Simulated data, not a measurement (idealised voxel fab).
Name of the process module below: voxel capacitor over wiring
Cross-sectional view cut (width: 290 nm; square cell size: 5 nm).
Throughout this document, each cross-section is represented as a grid of square cells and is presented as a sequence of bands enumerated from the top downward, where a band comprises one or more rows of cells.
A band entry consists of two parts. The first gives the height of the band's top and the height of its bottom, in nm. The rest lists the band's materials from left to right, each with its width in nm. A single material labelled with the word "all across" fills the band from edge to edge, and the word "air" marks empty space.
Measure heights from 0. That's the level where, below it, the as-received wafer is all one material. The lowest band is bottomless and extends downward; write it as in "z 0 and below".
Quick explanation for "30..40": the width changes in equal steps down the rows of cells, from the first number in the band's top row to the second number in its bottom row.
For the purposes of this document, the phrase "nothing changed" attached to a step denotes that no cell within the cross-section was modified by that step.
In the "Closed void roster" entry, you get each enclosed empty space of 8 cells or more, one with no open way to the top, written width x height at distance, distance from the left edge, in nm.
What comes after the settings on a step's line is commentary from the simulator itself on that step.
overlay nm: mask offset rightward from planned place, masked step; negative means leftward offset.

### Set out below are the planned steps of the process
- 1: RECEIVE, material Si
- 2: CONFORMAL_DEP, material SiO2, thk nm 10
- 3: CONFORMAL_DEP, material SiN, thk nm 5
- 4: DIRECTIONAL_DEP, material SiO2, thk nm 25
- 5: PATTERN, tone open, mask id METAL_1, material resist, width nm 20, pitch nm 75, thk nm 15, overlay nm 0
- 6: DIRECTIONAL_ETCH, etch materials SiO2, depth nm 25
- 7: DIRECTIONAL_ETCH, etch materials SiN, depth nm 5
- 8: STRIP, etch materials resist
- 9: CONFORMAL_DEP, material TiN, thk nm 5
- 10: FILL_DEP, material Cu, thk nm 5
- 11: CMP, height nm 40
- 12: CONFORMAL_DEP, material SiCN, thk nm 5
- 13: DIRECTIONAL_DEP, material SiO2, thk nm 15
- 14: DIRECTIONAL_DEP, material aC, thk nm 15
- 15: PATTERN, tone open, mask id PLUG_1, material resist, width nm 15, thk nm 35, overlay nm 0
- 16: DIRECTIONAL_ETCH, etch materials aC, depth nm 15
- 17: STRIP, etch materials resist
- 18: DIRECTIONAL_ETCH, etch materials SiO2, depth nm 15
- 19: DIRECTIONAL_ETCH, etch materials SiCN, depth nm 5
- 20: STRIP, etch materials aC
- 21: EPI, material Ru, thk nm 10
- 22: EPI, material Ru, thk nm 10
- 23: DIRECTIONAL_DEP, material TiN, thk nm 5
- 24: DIRECTIONAL_DEP, material Al2O3, thk nm 5
- 25: DIRECTIONAL_DEP, material TiN, thk nm 5
- 26: MASKED_ETCH, tone cover, mask id UPPER_PLATE, width nm 60, etch materials TiN, depth nm 5, overlay nm 0
- 27: MASKED_ETCH, tone cover, mask id UPPER_PLATE, width nm 60, etch materials Al2O3, depth nm 5, overlay nm 0
- 28: MASKED_ETCH, tone cover, mask id LOWER_PLATE, width nm 70, etch materials TiN, depth nm 5, overlay nm 0
- 29: FILL_DEP, material SiO2, thk nm 15
- 30: CMP, height nm 75
- 31: PATTERN, tone open, mask id PLUG_2, material resist, width nm 15, thk nm 20, overlay nm 0
- 32: DIRECTIONAL_ETCH, etch materials SiO2, depth nm 10
- 33: STRIP, etch materials resist
- 34: CONFORMAL_DEP, material TiN, thk nm 5
- 35: FILL_DEP, material Ru, thk nm 5
- 36: CMP, height nm 85
- 37: CONFORMAL_DEP, material SiCN, thk nm 5
Same starting wafers, different height nm at step 30. Plan value belongs to the first wafer.

### As received, i.e. after step 1: cross-section through the first of several wafers
  z 0 and below | Si all across
  Closed void roster: none

### Below is a per-wafer table. In it, each row describes the wafer at the end of the module by giving, for each material, the number of cells gained (+) or lost (-) since the wafer was received, and after that the closed voids of the wafer
height nm 75; +12 Al2O3; +20 Cu; +70 Ru; +113 SiCN; +50 SiN; +667 SiO2; +112 TiN; Closed void roster: none
height nm 80; +12 Al2O3; +20 Cu; +13 Ru; +113 SiCN; +50 SiN; +722 SiO2; +114 TiN; Closed void roster: none
height nm 85; +12 Al2O3; +20 Cu; +13 Ru; +113 SiCN; +50 SiN; +777 SiO2; +59 TiN; Closed void roster: none
height nm 90; +12 Al2O3; +20 Cu; +12 Ru; +113 SiCN; +50 SiN; +780 SiO2; +57 TiN; Closed void roster: none
